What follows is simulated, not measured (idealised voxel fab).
Process module in this document: voxel ribs on slabs
Displayed cross-section: cut, width of 195 nm, square cells sized 5 nm.
Format of a cross-section: grid, square cells. Given as bands. Order: top down. Band: one or more rows of cells. Read a band's entry like this: the first values are the height of its top and the height of its bottom in nm, and what follows is the sequence of materials from left to right, each with its width in nm. Note that "air" is empty space, and that a single material marked "everywhere" reaches across the band from edge to edge. Height 0 is the level under which the wafer as received is all one material. The lowest band goes on downwards, as in "0 -> down". A two-number width, for instance "30->40", indicates that the width is equal to the first number in the top row of the band and to the second number in the bottom row, and that it changes by a constant amount per row of cells. Step note "remained the same" = no cross-section cell changed. So "Unvented internal voids" is basically the list of trapped voids: any empty space of 8 cells or more that can't reach the top through an opening. They're written width x height at distance, the distance being from the left edge, and it's all nm. after a step's settings: what the simulator itself notes on the step. The setting "overlay nm" may be written on the line of a step. When the step uses a mask, the value reports how far to the right of the planned place the mask lay, and a negative value reports that it lay to the left. So the way this works: pairs, before and after one process step. The after picture only goes down to the lowest band that actually changed, nothing below. Step and its settings are under each pair. And watch out, pairs might come from different runs of this module, same starting wafer though, so a pair only follows on from the one above if its "Pre-process" entry tells you so.

-- Pre-process
  0 -> down = Si everywhere
  Unvented internal voids: none

-- Post-Step Cross-Section
  25 -> 0 = SiO2 everywhere
  Below 0, no change.
  Unvented internal voids: none
What process step lies between the two cross-sections above? op DIRECTIONAL_DEP | material SiO2 | thk nm 25

Pre-process: The prior state of this step coincides with the post-step cross-section of the pair just above.

-- Post-Step Cross-Section
  40 -> 25 = SiN everywhere
  Below 25, no change.
  Unvented internal voids: none
What process step lies between the two cross-sections above? op DIRECTIONAL_DEP | material SiN | thk nm 15

Pre-process: The prior state of this step coincides with the post-step cross-section of the pair just above.

-- Post-Step Cross-Section
  40 -> 30 = 85 of air; 25 of SiN; 85 of air
  Below 30, no change.
  Unvented internal voids: none
What process step lies between the two cross-sections above? op MASKED_ETCH | tone cover | mask id RIB | width nm 25 | etch materials SiN | depth nm 10 | overlay nm 0

Pre-process: The prior state of this step coincides with the post-step cross-section of the pair just above.

-- Post-Step Cross-Section
  55 -> 45 = 85 of air; 25 of aC; 85 of air
  45 -> 40 = aC everywhere
  40 -> 30 = 85 of aC; 25 of SiN; 85 of aC
  Below 30, no change.
  Unvented internal voids: none
What process step lies between the two cross-sections above? op DIRECTIONAL_DEP | material aC | thk nm 15

Pre-process: The prior state of this step coincides with the post-step cross-section of the pair just above.

-- Post-Step Cross-Section
  90 -> 55 = 55 of air; 85 of resist; 55 of air
  55 -> 45 = 55 of air; 30 of resist; 25 of aC; 30 of resist; 55 of air
  Below 45, no change.
  Unvented internal voids: none
What process step lies between the two cross-sections above? op PATTERN | tone cover | mask id SLAB | material resist | width nm 85 | thk nm 35 | overlay nm 0

Pre-process: The prior state of this step coincides with the post-step cross-section of the pair just above.

-- Post-Step Cross-Section
  75 -> 55 = 55 of air; 85 of resist; 55 of air
  55 -> 45 = 55 of air; 30 of resist; 25 of aC; 30 of resist; 55 of air
  45 -> 40 = 55 of air; 85 of aC; 55 of air
  40 -> 30 = 55 of air; 30 of aC; 25 of SiN; 30 of aC; 55 of air
  Below 30, no change.
  Unvented internal voids: none
What process step lies between the two cross-sections above? op DIRECTIONAL_ETCH | etch materials aC | depth nm 15

Pre-process: The prior state of this step coincides with the post-step cross-section of the pair just above.

-- Post-Step Cross-Section
  55 -> 45 = 85 of air; 25 of aC; 85 of air
  Below 45, no change.
  Unvented internal voids: none
What process step lies between the two cross-sections above? op STRIP | etch materials resist

Pre-process: The prior state of this step coincides with the post-step cross-section of the pair just above.

-- Post-Step Cross-Section
  55 -> 45 = 85 of air; 25 of aC; 85 of air
  45 -> 40 = 55 of air; 85 of aC; 55 of air
  40 -> 30 = 55 of air; 30 of aC; 25 of SiN; 30 of aC; 55 of air
  30 -> 25 = 55 of air; 85 of SiN; 55 of air
  Below 25, no change.
  Unvented internal voids: none
What process step lies between the two cross-sections above? op DIRECTIONAL_ETCH | etch materials SiN | depth nm 5

Pre-process: The prior state of this step coincides with the post-step cross-section of the pair just above.

-- Post-Step Cross-Section
  40 -> 30 = 85 of air; 25 of SiN; 85 of air
  Below 30, no change.
  Unvented internal voids: none
What process step lies between the two cross-sections above? op STRIP | etch materials aC

Pre-process: The prior state of this step coincides with the post-step cross-section of the pair just above.

-- Post-Step Cross-Section
  60 -> 40 = SiO2 everywhere
  40 -> 30 = 85 of SiO2; 25 of SiN; 85 of SiO2
  30 -> 25 = 55 of SiO2; 85 of SiN; 55 of SiO2
  Below 25, no change.
  Unvented internal voids: none
What process step lies between the two cross-sections above? op FILL_DEP | material SiO2 | thk nm 20

Pre-process: The prior state of this step coincides with the post-step cross-section of the pair just above.

-- Post-Step Cross-Section
  55 -> 40 = SiO2 everywhere
  Below 40, no change.
  Unvented internal voids: none
What process step lies between the two cross-sections above? op CMP | height nm 55

Pre-process: The prior state of this step coincides with the post-step cross-section of the pair just above.

-- Post-Step Cross-Section
  65 -> 55 = TiN everywhere
  Below 55, no change.
  Unvented internal voids: none
What process step lies between the two cross-sections above? op DIRECTIONAL_DEP | material TiN | thk nm 10

Pre-process: The prior state of this step coincides with the post-step cross-section of the pair just above.

-- Post-Step Cross-Section
  65 -> 55 = 80 of air; 35 of TiN; 80 of air
  Below 55, no change.
  Unvented internal voids: none
What process step lies between the two cross-sections above? op MASKED_ETCH | tone cover | mask id HEATER | width nm 35 | etch materials TiN | depth nm 10 | overlay nm 0

Pre-process: The prior state of this step coincides with the post-step cross-section of the pair just above.

-- Post-Step Cross-Section
  70 -> 65 = 75 of air; 45 of SiN; 75 of air
  65 -> 60 = 75 of air; 5 of SiN; 35 of TiN; 5 of SiN; 75 of air
  60 -> 55 = 80 of SiN; 35 of TiN; 80 of SiN
  Below 55, no change.
  Unvented internal voids: none
What process step lies between the two cross-sections above? op CONFORMAL_DEP | material SiN | thk nm 5

-- Pre-process
  25 -> 0 = SiO2 everywhere
  0 -> down = Si everywhere
  Unvented internal voids: none

-- Post-Step Cross-Section
  50 -> 0 = SiO2 everywhere
  Below 0, no change.
  Unvented internal voids: none
What process step lies between the two cross-sections above? op DIRECTIONAL_DEP | material SiO2 | thk nm 25

Pre-process: The prior state of this step coincides with the post-step cross-section of the pair just above.

-- Post-Step Cross-Section
  65 -> 50 = SiN everywhere
  Below 50, no change.
  Unvented internal voids: none
What process step lies between the two cross-sections above? op DIRECTIONAL_DEP | material SiN | thk nm 15

Pre-process: The prior state of this step coincides with the post-step cross-section of the pair just above.

-- Post-Step Cross-Section
  65 -> 55 = 85 of air; 25 of SiN; 85 of air
  Below 55, no change.
  Unvented internal voids: none
What process step lies between the two cross-sections above? op MASKED_ETCH | tone cover | mask id RIB | width nm 25 | etch materials SiN | depth nm 10 | overlay nm 0

Pre-process: The prior state of this step coincides with the post-step cross-section of the pair just above.

-- Post-Step Cross-Section
  80 -> 70 = 85 of air; 25 of aC; 85 of air
  70 -> 65 = aC everywhere
  65 -> 55 = 85 of aC; 25 of SiN; 85 of aC
  Below 55, no change.
  Unvented internal voids: none
What process step lies between the two cross-sections above? op DIRECTIONAL_DEP | material aC | thk nm 15

Pre-process: The prior state of this step coincides with the post-step cross-section of the pair just above.

-- Post-Step Cross-Section
  115 -> 80 = 55 of air; 85 of resist; 55 of air
  80 -> 70 = 55 of air; 30 of resist; 25 of aC; 30 of resist; 55 of air
  Below 70, no change.
  Unvented internal voids: none
What process step lies between the two cross-sections above? op PATTERN | tone cover | mask id SLAB | material resist | width nm 85 | thk nm 35 | overlay nm 0

Pre-process: The prior state of this step coincides with the post-step cross-section of the pair just above.

-- Post-Step Cross-Section
  100 -> 80 = 55 of air; 85 of resist; 55 of air
  80 -> 70 = 55 of air; 30 of resist; 25 of aC; 30 of resist; 55 of air
  70 -> 65 = 55 of air; 85 of aC; 55 of air
  65 -> 55 = 55 of air; 30 of aC; 25 of SiN; 30 of aC; 55 of air
  Below 55, no change.
  Unvented internal voids: none
What process step lies between the two cross-sections above? op DIRECTIONAL_ETCH | etch materials aC | depth nm 15

Pre-process: The prior state of this step coincides with the post-step cross-section of the pair just above.

-- Post-Step Cross-Section
  80 -> 70 = 85 of air; 25 of aC; 85 of air
  Below 70, no change.
  Unvented internal voids: none
What process step lies between the two cross-sections above? op STRIP | etch materials resist

Pre-process: The prior state of this step coincides with the post-step cross-section of the pair just above.

-- Post-Step Cross-Section
  80 -> 70 = 85 of air; 25 of aC; 85 of air
  70 -> 65 = 55 of air; 85 of aC; 55 of air
  65 -> 55 = 55 of air; 30 of aC; 25 of SiN; 30 of aC; 55 of air
  55 -> 50 = 55 of air; 85 of SiN; 55 of air
  Below 50, no change.
  Unvented internal voids: none
What process step lies between the two cross-sections above? op DIRECTIONAL_ETCH | etch materials SiN | depth nm 5

Pre-process: The prior state of this step coincides with the post-step cross-section of the pair just above.

-- Post-Step Cross-Section
  65 -> 55 = 85 of air; 25 of SiN; 85 of air
  Below 55, no change.
  Unvented internal voids: none
What process step lies between the two cross-sections above? op STRIP | etch materials aC

Pre-process: The prior state of this step coincides with the post-step cross-section of the pair just above.

-- Post-Step Cross-Section
  85 -> 65 = SiO2 everywhere
  65 -> 55 = 85 of SiO2; 25 of SiN; 85 of SiO2
  55 -> 50 = 55 of SiO2; 85 of SiN; 55 of SiO2
  Below 50, no change.
  Unvented internal voids: none
What process step lies between the two cross-sections above? op FILL_DEP | material SiO2 | thk nm 20

Pre-process: The prior state of this step coincides with the post-step cross-section of the pair just above.

-- Post-Step Cross-Section
  55 -> 50 = 55 of SiO2; 85 of SiN; 55 of SiO2
  Below 50, no change.
  Unvented internal voids: none
What process step lies between the two cross-sections above? op CMP | height nm 55

Pre-process: The prior state of this step coincides with the post-step cross-section of the pair just above.

-- Post-Step Cross-Section
  65 -> 55 = TiN everywhere
  Below 55, no change.
  Unvented internal voids: none
What process step lies between the two cross-sections above? op DIRECTIONAL_DEP | material TiN | thk nm 10

Pre-process: The prior state of this step coincides with the post-step cross-section of the pair just above.

-- Post-Step Cross-Section
  65 -> 55 = 80 of air; 35 of TiN; 80 of air
  Below 55, no change.
  Unvented internal voids: none
What process step lies between the two cross-sections above? op MASKED_ETCH | tone cover | mask id HEATER | width nm 35 | etch materials TiN | depth nm 10 | overlay nm 0

Pre-process: The prior state of this step coincides with the post-step cross-section of the pair just above.

-- Post-Step Cross-Section
  70 -> 65 = 75 of air; 45 of SiN; 75 of air
  65 -> 60 = 75 of air; 5 of SiN; 35 of TiN; 5 of SiN; 75 of air
  60 -> 55 = 80 of SiN; 35 of TiN; 80 of SiN
  Below 55, no change.
  Unvented internal voids: none
What process step lies between the two cross-sections above? op CONFORMAL_DEP | material SiN | thk nm 5

-- Pre-process
  0 -> down = Si everywhere
  Unvented internal voids: none

-- Post-Step Cross-Section
  15 -> 0 = SiN everywhere
  Below 0, no change.
  Unvented internal voids: none
What process step lies between the two cross-sections above? op DIRECTIONAL_DEP | material SiN | thk nm 15

Pre-process: The prior state of this step coincides with the post-step cross-section of the pair just above.

-- Post-Step Cross-Section
  40 -> 15 = SiO2 everywhere
  Below 15, no change.
  Unvented internal voids: none
What process step lies between the two cross-sections above? op DIRECTIONAL_DEP | material SiO2 | thk nm 25

Pre-process: The prior state of this step coincides with the post-step cross-section of the pair just above.

-- Post-Step Cross-Section
  55 -> 40 = aC everywhere
  Below 40, no change.
  Unvented internal voids: none
What process step lies between the two cross-sections above? op DIRECTIONAL_DEP | material aC | thk nm 15

Pre-process: The prior state of this step coincides with the post-step cross-section of the pair just above.

-- Post-Step Cross-Section
  90 -> 55 = 55 of air; 85 of resist; 55 of air
  Below 55, no change.
  Unvented internal voids: none
What process step lies between the two cross-sections above? op PATTERN | tone cover | mask id SLAB | material resist | width nm 85 | thk nm 35 | overlay nm 0

Pre-process: The prior state of this step coincides with the post-step cross-section of the pair just above.

-- Post-Step Cross-Section
  75 -> 55 = 55 of air; 85 of resist; 55 of air
  55 -> 40 = 55 of air; 85 of aC; 55 of air
  Below 40, no change.
  Unvented internal voids: none
What process step lies between the two cross-sections above? op DIRECTIONAL_ETCH | etch materials aC | depth nm 15

Pre-process: The prior state of this step coincides with the post-step cross-section of the pair just above.

-- Post-Step Cross-Section
  55 -> 40 = 55 of air; 85 of aC; 55 of air
  Below 40, no change.
  Unvented internal voids: none
What process step lies between the two cross-sections above? op STRIP | etch materials resist

Pre-process: The prior state of this step coincides with the post-step cross-section of the pair just above.

-- Post-Step Cross-Section
  40 -> 15 = SiO2 everywhere
  Below 15, no change.
  Unvented internal voids: none
What process step lies between the two cross-sections above? op STRIP | etch materials aC

Pre-process: The prior state of this step coincides with the post-step cross-section of the pair just above.

-- Post-Step Cross-Section
  60 -> 15 = SiO2 everywhere
  Below 15, no change.
  Unvented internal voids: none
What process step lies between the two cross-sections above? op FILL_DEP | material SiO2 | thk nm 20

Pre-process: The prior state of this step coincides with the post-step cross-section of the pair just above.

-- Post-Step Cross-Section
  55 -> 15 = SiO2 everywhere
  Below 15, no change.
  Unvented internal voids: none
What process step lies between the two cross-sections above? op CMP | height nm 55

Pre-process: The prior state of this step coincides with the post-step cross-section of the pair just above.

-- Post-Step Cross-Section
  65 -> 55 = TiN everywhere
  Below 55, no change.
  Unvented internal voids: none
What process step lies between the two cross-sections above? op DIRECTIONAL_DEP | material TiN | thk nm 10

Pre-process: The prior state of this step coincides with the post-step cross-section of the pair just above.

-- Post-Step Cross-Section
  65 -> 55 = 80 of air; 35 of TiN; 80 of air
  Below 55, no change.
  Unvented internal voids: none
What process step lies between the two cross-sections above? op MASKED_ETCH | tone cover | mask id HEATER | width nm 35 | etch materials TiN | depth nm 10 | overlay nm 0

Pre-process: The prior state of this step coincides with the post-step cross-section of the pair just above.

-- Post-Step Cross-Section
  70 -> 65 = 75 of air; 45 of SiN; 75 of air
  65 -> 60 = 75 of air; 5 of SiN; 35 of TiN; 5 of SiN; 75 of air
  60 -> 55 = 80 of SiN; 35 of TiN; 80 of SiN
  Below 55, no change.
  Unvented internal voids: none
What process step lies between the two cross-sections above? op CONFORMAL_DEP | material SiN | thk nm 5

-- Pre-process
  60 -> 40 = SiO2 everywhere
  40 -> 30 = 85 of SiO2; 25 of SiN; 85 of SiO2
  30 -> 25 = 55 of SiO2; 85 of SiN; 55 of SiO2
  25 -> 0 = SiO2 everywhere
  0 -> down = Si everywhere
  Unvented internal voids: none

-- Post-Step Cross-Section
  45 -> 40 = SiO2 everywhere
  Below 40, no change.
  Unvented internal voids: none
What process step lies between the two cross-sections above? op CMP | height nm 45

Pre-process: The prior state of this step coincides with the post-step cross-section of the pair just above.

-- Post-Step Cross-Section
  55 -> 45 = TiN everywhere
  Below 45, no change.
  Unvented internal voids: none
What process step lies between the two cross-sections above? op DIRECTIONAL_DEP | material TiN | thk nm 10

Pre-process: The prior state of this step coincides with the post-step cross-section of the pair just above.

-- Post-Step Cross-Section
  55 -> 45 = 80 of air; 35 of TiN; 80 of air
  Below 45, no change.
  Unvented internal voids: none
What process step lies between the two cross-sections above? op MASKED_ETCH | tone cover | mask id HEATER | width nm 35 | etch materials TiN | depth nm 10 | overlay nm 0

Pre-process: The prior state of this step coincides with the post-step cross-section of the pair just above.

-- Post-Step Cross-Section
  60 -> 55 = 75 of air; 45 of SiN; 75 of air
  55 -> 50 = 75 of air; 5 of SiN; 35 of TiN; 5 of SiN; 75 of air
  50 -> 45 = 80 of SiN; 35 of TiN; 80 of SiN
  Below 45, no change.
  Unvented internal voids: none
What process step lies between the two cross-sections above? op CONFORMAL_DEP | material SiN | thk nm 5

-- Pre-process
  55 -> 45 = 85 of air; 25 of aC; 85 of air
  45 -> 40 = aC everywhere
  40 -> 30 = 85 of aC; 25 of SiN; 85 of aC
  30 -> 25 = SiN everywhere
  25 -> 0 = SiO2 everywhere
  0 -> down = Si everywhere
  Unvented internal voids: none

-- Post-Step Cross-Section
  90 -> 55 = 55 of air; 90 of resist; 50 of air
  55 -> 45 = 55 of air; 30 of resist; 25 of aC; 35 of resist; 50 of air
  Below 45, no change.
  Unvented internal voids: none
What process step lies between the two cross-sections above? op PATTERN | tone cover | mask id SLAB | material resist | width nm 90 | thk nm 35 | overlay nm 0

Pre-process: The prior state of this step coincides with the post-step cross-section of the pair just above.

-- Post-Step Cross-Section
  75 -> 55 = 55 of air; 90 of resist; 50 of air
  55 -> 45 = 55 of air; 30 of resist; 25 of aC; 35 of resist; 50 of air
  45 -> 40 = 55 of air; 90 of aC; 50 of air
  40 -> 30 = 55 of air; 30 of aC; 25 of SiN; 35 of aC; 50 of air
  Below 30, no change.
  Unvented internal voids: none
What process step lies between the two cross-sections above? op DIRECTIONAL_ETCH | etch materials aC | depth nm 15

Pre-process: The prior state of this step coincides with the post-step cross-section of the pair just above.

-- Post-Step Cross-Section
  55 -> 45 = 85 of air; 25 of aC; 85 of air
  Below 45, no change.
  Unvented internal voids: none
What process step lies between the two cross-sections above? op STRIP | etch materials resist

Pre-process: The prior state of this step coincides with the post-step cross-section of the pair just above.

-- Post-Step Cross-Section
  55 -> 45 = 85 of air; 25 of aC; 85 of air
  45 -> 40 = 55 of air; 90 of aC; 50 of air
  40 -> 30 = 55 of air; 30 of aC; 25 of SiN; 35 of aC; 50 of air
  30 -> 25 = 55 of air; 90 of SiN; 50 of air
  Below 25, no change.
  Unvented internal voids: none
What process step lies between the two cross-sections above? op DIRECTIONAL_ETCH | etch materials SiN | depth nm 5

Pre-process: The prior state of this step coincides with the post-step cross-section of the pair just above.

-- Post-Step Cross-Section
  40 -> 30 = 85 of air; 25 of SiN; 85 of air
  Below 30, no change.
  Unvented internal voids: none
What process step lies between the two cross-sections above? op STRIP | etch materials aC

Pre-process: The prior state of this step coincides with the post-step cross-section of the pair just above.

-- Post-Step Cross-Section
  60 -> 40 = SiO2 everywhere
  40 -> 30 = 85 of SiO2; 25 of SiN; 85 of SiO2
  30 -> 25 = 55 of SiO2; 90 of SiN; 50 of SiO2
  Below 25, no change.
  Unvented internal voids: none
What process step lies between the two cross-sections above? op FILL_DEP | material SiO2 | thk nm 20

Pre-process: The prior state of this step coincides with the post-step cross-section of the pair just above.

-- Post-Step Cross-Section
  55 -> 40 = SiO2 everywhere
  Below 40, no change.
  Unvented internal voids: none
What process step lies between the two cross-sections above? op CMP | height nm 55

Pre-process: The prior state of this step coincides with the post-step cross-section of the pair just above.

-- Post-Step Cross-Section
  65 -> 55 = TiN everywhere
  Below 55, no change.
  Unvented internal voids: none
What process step lies between the two cross-sections above? op DIRECTIONAL_DEP | material TiN | thk nm 10

Pre-process: The prior state of this step coincides with the post-step cross-section of the pair just above.

-- Post-Step Cross-Section
  65 -> 55 = 80 of air; 35 of TiN; 80 of air
  Below 55, no change.
  Unvented internal voids: none
What process step lies between the two cross-sections above? op MASKED_ETCH | tone cover | mask id HEATER | width nm 35 | etch materials TiN | depth nm 10 | overlay nm 0

Pre-process: The prior state of this step coincides with the post-step cross-section of the pair just above.

-- Post-Step Cross-Section
  70 -> 65 = 75 of air; 45 of SiN; 75 of air
  65 -> 60 = 75 of air; 5 of SiN; 35 of TiN; 5 of SiN; 75 of air
  60 -> 55 = 80 of SiN; 35 of TiN; 80 of SiN
  Below 55, no change.
  Unvented internal voids: none
What process step lies between the two cross-sections above? op CONFORMAL_DEP | material SiN | thk nm 5

-- Pre-process
  40 -> 25 = SiN everywhere
  25 -> 0 = SiO2 everywhere
  0 -> down = Si everywhere
  Unvented internal voids: none

-- Post-Step Cross-Section
  40 -> 30 = 95 of air; 25 of SiN; 75 of air
  Below 30, no change.
  Unvented internal voids: none
What process step lies between the two cross-sections above? op MASKED_ETCH | tone cover | mask id RIB | width nm 25 | etch materials SiN | depth nm 10 | overlay nm 10

Pre-process: The prior state of this step coincides with the post-step cross-section of the pair just above.

-- Post-Step Cross-Section
  55 -> 45 = 95 of air; 25 of aC; 75 of air
  45 -> 40 = aC everywhere
  40 -> 30 = 95 of aC; 25 of SiN; 75 of aC
  Below 30, no change.
  Unvented internal voids: none
What process step lies between the two cross-sections above? op DIRECTIONAL_DEP | material aC | thk nm 15

Pre-process: The prior state of this step coincides with the post-step cross-section of the pair just above.

-- Post-Step Cross-Section
  90 -> 55 = 55 of air; 85 of resist; 55 of air
  55 -> 45 = 55 of air; 40 of resist; 25 of aC; 20 of resist; 55 of air
  Below 45, no change.
  Unvented internal voids: none
What process step lies between the two cross-sections above? op PATTERN | tone cover | mask id SLAB | material resist | width nm 85 | thk nm 35 | overlay nm 0

Pre-process: The prior state of this step coincides with the post-step cross-section of the pair just above.

-- Post-Step Cross-Section
  75 -> 55 = 55 of air; 85 of resist; 55 of air
  55 -> 45 = 55 of air; 40 of resist; 25 of aC; 20 of resist; 55 of air
  45 -> 40 = 55 of air; 85 of aC; 55 of air
  40 -> 30 = 55 of air; 40 of aC; 25 of SiN; 20 of aC; 55 of air
  Below 30, no change.
  Unvented internal voids: none
What process step lies between the two cross-sections above? op DIRECTIONAL_ETCH | etch materials aC | depth nm 15

Pre-process: The prior state of this step coincides with the post-step cross-section of the pair just above.

-- Post-Step Cross-Section
  55 -> 45 = 95 of air; 25 of aC; 75 of air
  Below 45, no change.
  Unvented internal voids: none
What process step lies between the two cross-sections above? op STRIP | etch materials resist

Pre-process: The prior state of this step coincides with the post-step cross-section of the pair just above.

-- Post-Step Cross-Section
  55 -> 45 = 95 of air; 25 of aC; 75 of air
  45 -> 40 = 55 of air; 85 of aC; 55 of air
  40 -> 30 = 55 of air; 40 of aC; 25 of SiN; 20 of aC; 55 of air
  30 -> 25 = 55 of air; 85 of SiN; 55 of air
  Below 25, no change.
  Unvented internal voids: none
What process step lies between the two cross-sections above? op DIRECTIONAL_ETCH | etch materials SiN | depth nm 5

Pre-process: The prior state of this step coincides with the post-step cross-section of the pair just above.

-- Post-Step Cross-Section
  40 -> 30 = 95 of air; 25 of SiN; 75 of air
  Below 30, no change.
  Unvented internal voids: none
What process step lies between the two cross-sections above? op STRIP | etch materials aC

Pre-process: The prior state of this step coincides with the post-step cross-section of the pair just above.

-- Post-Step Cross-Section
  60 -> 40 = SiO2 everywhere
  40 -> 30 = 95 of SiO2; 25 of SiN; 75 of SiO2
  30 -> 25 = 55 of SiO2; 85 of SiN; 55 of SiO2
  Below 25, no change.
  Unvented internal voids: none
What process step lies between the two cross-sections above? op FILL_DEP | material SiO2 | thk nm 20

Pre-process: The prior state of this step coincides with the post-step cross-section of the pair just above.

-- Post-Step Cross-Section
  55 -> 40 = SiO2 everywhere
  Below 40, no change.
  Unvented internal voids: none
What process step lies between the two cross-sections above? op CMP | height nm 55

Pre-process: The prior state of this step coincides with the post-step cross-section of the pair just above.

-- Post-Step Cross-Section
  65 -> 55 = TiN everywhere
  Below 55, no change.
  Unvented internal voids: none
What process step lies between the two cross-sections above? op DIRECTIONAL_DEP | material TiN | thk nm 10

Pre-process: The prior state of this step coincides with the post-step cross-section of the pair just above.

-- Post-Step Cross-Section
  65 -> 55 = 80 of air; 35 of TiN; 80 of air
  Below 55, no change.
  Unvented internal voids: none
What process step lies between the two cross-sections above? op MASKED_ETCH | tone cover | mask id HEATER | width nm 35 | etch materials TiN | depth nm 10 | overlay nm 0

Pre-process: The prior state of this step coincides with the post-step cross-section of the pair just above.

-- Post-Step Cross-Section
  70 -> 65 = 75 of air; 45 of SiN; 75 of air
  65 -> 60 = 75 of air; 5 of SiN; 35 of TiN; 5 of SiN; 75 of air
  60 -> 55 = 80 of SiN; 35 of TiN; 80 of SiN
  Below 55, no change.
  Unvented internal voids: none
What process step lies between the two cross-sections above? op CONFORMAL_DEP | material SiN | thk nm 5

-- Pre-process
  65 -> 55 = 80 of air; 35 of TiN; 80 of air
  55 -> 40 = SiO2 everywhere
  40 -> 30 = 85 of SiO2; 25 of SiN; 85 of SiO2
  30 -> 25 = 55 of SiO2; 85 of SiN; 55 of SiO2
  25 -> 0 = SiO2 everywhere
  0 -> down = Si everywhere
  Unvented internal voids: none

-- Post-Step Cross-Section
  70 -> 60 = 75 of air; 45 of TiN; 75 of air
  60 -> 55 = TiN everywhere
  Below 55, no change.
  Unvented internal voids: none
What process step lies between the two cross-sections above? op CONFORMAL_DEP | material TiN | thk nm 5

-- Pre-process
  65 -> 55 = TiN everywhere
  55 -> 40 = SiO2 everywhere
  40 -> 30 = 85 of SiO2; 25 of SiN; 85 of SiO2
  30 -> 25 = 55 of SiO2; 85 of SiN; 55 of SiO2
  25 -> 0 = SiO2 everywhere
  0 -> down = Si everywhere
  Unvented internal voids: none

-- Post-Step Cross-Section
  65 -> 55 = 80 of TiN; 35 of air; 80 of TiN
  Below 55, no change.
  Unvented internal voids: none
What process step lies between the two cross-sections above? op MASKED_ETCH | tone open | mask id HEATER | width nm 35 | etch materials TiN | depth nm 10 | overlay nm 0

Pre-process: The prior state of this step coincides with the post-step cross-section of the pair just above.

-- Post-Step Cross-Section
  70 -> 65 = 85 of SiN; 25 of air; 85 of SiN
  65 -> 60 = 80 of TiN; 5 of SiN; 25 of air; 5 of SiN; 80 of TiN
  60 -> 55 = 80 of TiN; 35 of SiN; 80 of TiN
  Below 55, no change.
  Unvented internal voids: none
What process step lies between the two cross-sections above? op CONFORMAL_DEP | material SiN | thk nm 5
